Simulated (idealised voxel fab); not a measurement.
Documented hereafter: the process module known as voxel air gaps.
Section cut is 260 nm wide and gridded with 5 nm square cells.
Cross-sections here: square-cell grids, written as top-down lists of bands, a band being one or more rows of cells. Band: top and bottom heights (nm) first, top before bottom; then materials from left to right, widths in nm. "full width" marks a sole material filling the band edge to edge. "blank" denotes empty space. Heads up on the height convention: 0 is the point under which the incoming wafer is all one material, and the lowest band has no bottom, it just keeps going down, like "0..down". Top row gets the first number, bottom row gets the second, and each row in between changes by the same step: that is how a band width like "30->40" works. "nothing got changed" after a step means that no cell of the cross-section changed. Enclosed voids (no open way to top), threshold 8 cells or more, entry "Entrapped void list", notation width x height at distance, distance from left edge, nm. That trailing text on a step's line, after the settings, is the simulator's own remark on the step. The line of a step may include "overlay nm". On a step with a mask, this value is how far to the right of its planned place the mask lay. A negative value means the mask lay to the left.
[Steps planned for the process]
1,RECEIVE | material Si
2,CONFORMAL_DEP | material SiO2 | thk nm 15
3,CONFORMAL_DEP | material SiCN | thk nm 5
4,DIRECTIONAL_DEP | material SiO2 | thk nm 40
5,PATTERN | tone open | mask id LINES | material resist | width nm 20 | pitch nm 45 | thk nm 20 | overlay nm 0
6,DIRECTIONAL_ETCH | etch materials SiO2 | depth nm 40
7,STRIP | etch materials resist
8,CONFORMAL_DEP | material TiN | thk nm 5
9,FILL_DEP | material Ru | thk nm 5
10,CMP | height nm 60
11,EPI | material Ru | thk nm 10
12,SELECTIVE_ETCH | etch materials SiO2 | depth nm 50
13,CONFORMAL_DEP | material SiCN | thk nm 5
Keep in mind the plan's value for the thk nm of step 13 comes from the first wafer; the wafers don't share that setting, but they do share the same starting point.
[As-received state after step 1, first of several wafers, cross-section]
    0..down  Si full width
    Entrapped void list: none
[The following table contains a row per wafer, in which are reported, at the conclusion of the module, the cells of each material gained (+) or lost (-) since the wafer's receipt, with its closed voids given thereafter]
thk nm 5 | +120 Ru | +204 SiCN | +156 SiO2 | +72 TiN | Entrapped void list: 15 x 30 at 75; 15 x 30 at 120; 15 x 30 at 165
thk nm 10 | +120 Ru | +284 SiCN | +156 SiO2 | +72 TiN | Entrapped void list: 15 x 30 at 75; 15 x 30 at 120; 15 x 30 at 165
thk nm 15 | +120 Ru | +364 SiCN | +156 SiO2 | +72 TiN | Entrapped void list: 15 x 30 at 75; 15 x 30 at 120; 15 x 30 at 165
thk nm 20 | +120 Ru | +444 SiCN | +156 SiO2 | +72 TiN | Entrapped void list: 15 x 30 at 75; 15 x 30 at 120; 15 x 30 at 165
